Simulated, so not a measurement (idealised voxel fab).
Proc. module: voxel wiring stack
cross-section cut | 250 nm wide | cells 5 nm
For the purposes of this document, a cross-section shall be understood as a grid of square cells, specified as bands listed in top-to-bottom order, each band consisting of one or more rows of cells. The band entry comprises the height of the band's top followed by the height of its bottom, expressed in nm, and subsequently the band's materials from left to right, each stated together with its width in nm. Where a single material is marked with the word "all across", that material fills the band from edge to edge. The word "blank" represents empty space. Height 0 is the level under which the wafer as received is all one material. The lowest band goes on downwards, as in "0 -> down". With a width like "30 to 40", each row of cells in the band differs from the next by the same amount, the top row carrying the first number and the bottom row the second. Any step labelled "no modifications" changed none of the cells in the cross-section. Closed-off voids of 8+ cells (no open route to the top) go in "Fully sealed voids", written width x height at distance from the left edge, in nm. What comes after the settings on a step's line is commentary from the simulator itself on that step. A step's line can hold "overlay nm"; with a mask on that step, the setting says how far right of the planned place the mask lay, while a negative setting says it lay to the left.
STEPS PLANNED FOR THE PROCESS
1) RECEIVE with material Si
2) CONFORMAL_DEP with material SiO2, thk nm 15
3) CONFORMAL_DEP with material SiN, thk nm 5
4) DIRECTIONAL_DEP with material lowk, thk nm 25
5) MASKED_ETCH with tone open, mask id METAL_1, width nm 30, pitch nm 50, etch materials lowk, depth nm 25, overlay nm 0
6) MASKED_ETCH with tone open, mask id METAL_1, width nm 30, pitch nm 50, etch materials SiN, depth nm 5, overlay nm 0
7) CONFORMAL_DEP with material TiN, thk nm 5
8) FILL_DEP with material Cu, thk nm 10
9) CMP with height nm 45
10) CONFORMAL_DEP with material SiCN, thk nm 5
11) DIRECTIONAL_DEP with material lowk, thk nm 15
12) DIRECTIONAL_DEP with material aC, thk nm 15
13) PATTERN with tone open, mask id PLUG_1, material resist, width nm 15, pitch nm 50, thk nm 30, overlay nm 0
14) DIRECTIONAL_ETCH with etch materials aC, depth nm 15
15) STRIP with etch materials resist
16) DIRECTIONAL_ETCH with etch materials lowk, depth nm 15
17) DIRECTIONAL_ETCH with etch materials SiCN, depth nm 5
18) STRIP with etch materials aC
19) CONFORMAL_DEP with material TiN, thk nm 5
20) FILL_DEP with material W, thk nm 10
21) CMP with height nm 65
22) CONFORMAL_DEP with material SiCN, thk nm 5
23) DIRECTIONAL_DEP with material SiO2, thk nm 20
24) DIRECTIONAL_DEP with material aC, thk nm 15
25) PATTERN with tone open, mask id METAL_2, material resist, width nm 30, pitch nm 50, thk nm 35, overlay nm 0
26) DIRECTIONAL_ETCH with etch materials aC, depth nm 15
27) STRIP with etch materials resist
28) DIRECTIONAL_ETCH with etch materials SiO2, depth nm 20
29) DIRECTIONAL_ETCH with etch materials SiCN, depth nm 5
30) STRIP with etch materials aC
31) CONFORMAL_DEP with material TiN, thk nm 5
32) FILL_DEP with material Cu, thk nm 5
33) CMP with height nm 90
34) CONFORMAL_DEP with material SiCN, thk nm 5
35) DIRECTIONAL_DEP with material lowk, thk nm 10
36) DIRECTIONAL_DEP with material aC, thk nm 10
37) PATTERN with tone open, mask id PLUG_2, material resist, width nm 15, pitch nm 50, thk nm 25, overlay nm 0
38) DIRECTIONAL_ETCH with etch materials aC, depth nm 10
39) STRIP with etch materials resist
40) DIRECTIONAL_ETCH with etch materials lowk, depth nm 10
41) DIRECTIONAL_ETCH with etch materials SiCN, depth nm 5
42) STRIP with etch materials aC
43) EPI with material Ru, thk nm 10
44) EPI with material Ru, thk nm 5
45) CONFORMAL_DEP with material SiN, thk nm 5
46) DIRECTIONAL_DEP with material SiO2, thk nm 15
47) DIRECTIONAL_DEP with material aC, thk nm 15
48) PATTERN with tone open, mask id METAL_3, material resist, width nm 30, pitch nm 50, thk nm 35, overlay nm 0
49) DIRECTIONAL_ETCH with etch materials aC, depth nm 15
50) STRIP with etch materials resist
51) DIRECTIONAL_ETCH with etch materials SiO2, depth nm 15
52) DIRECTIONAL_ETCH with etch materials SiN, depth nm 5
53) STRIP with etch materials aC
54) CONFORMAL_DEP with material TiN, thk nm 5
55) FILL_DEP with material Cu, thk nm 5
56) CMP with height nm 125
57) EPI with material Ru, thk nm 5
58) FILL_DEP with material SiCN, thk nm 5
Quick note for whoever runs this: the wafers start identical, but the thk nm at step 31 isn't the same across them. The plan just shows what the first wafer had.
CROSS-SECTION OF THE FIRST INCOMING WAFER OF SEVERAL, STATE AFTER STEP 1
- 0 -> down | Si all across
- Fully sealed voids: none
BELOW IS A PER-WAFER TABLE. IN IT, EACH ROW DESCRIBES THE WAFER AT THE END OF THE MODULE BY GIVING, FOR EACH MATERIAL, THE NUMBER OF CELLS GAINED (+) OR LOST (-) SINCE THE WAFER WAS RECEIVED, AND AFTER THAT THE CLOSED VOIDS OF THE WAFER
thk nm 5; +192 Cu; +68 Ru; +170 SiCN; +52 SiN; +332 SiO2; +204 TiN; +12 W; +320 lowk; Fully sealed voids: none
thk nm 10; +152 Cu; +68 Ru; +170 SiCN; +52 SiN; +332 SiO2; +244 TiN; +12 W; +320 lowk; Fully sealed voids: none
thk nm 15; +128 Cu; +68 Ru; +170 SiCN; +52 SiN; +332 SiO2; +268 TiN; +12 W; +320 lowk; Fully sealed voids: none
thk nm 20; +128 Cu; +68 Ru; +170 SiCN; +52 SiN; +332 SiO2; +268 TiN; +12 W; +320 lowk; Fully sealed voids: none
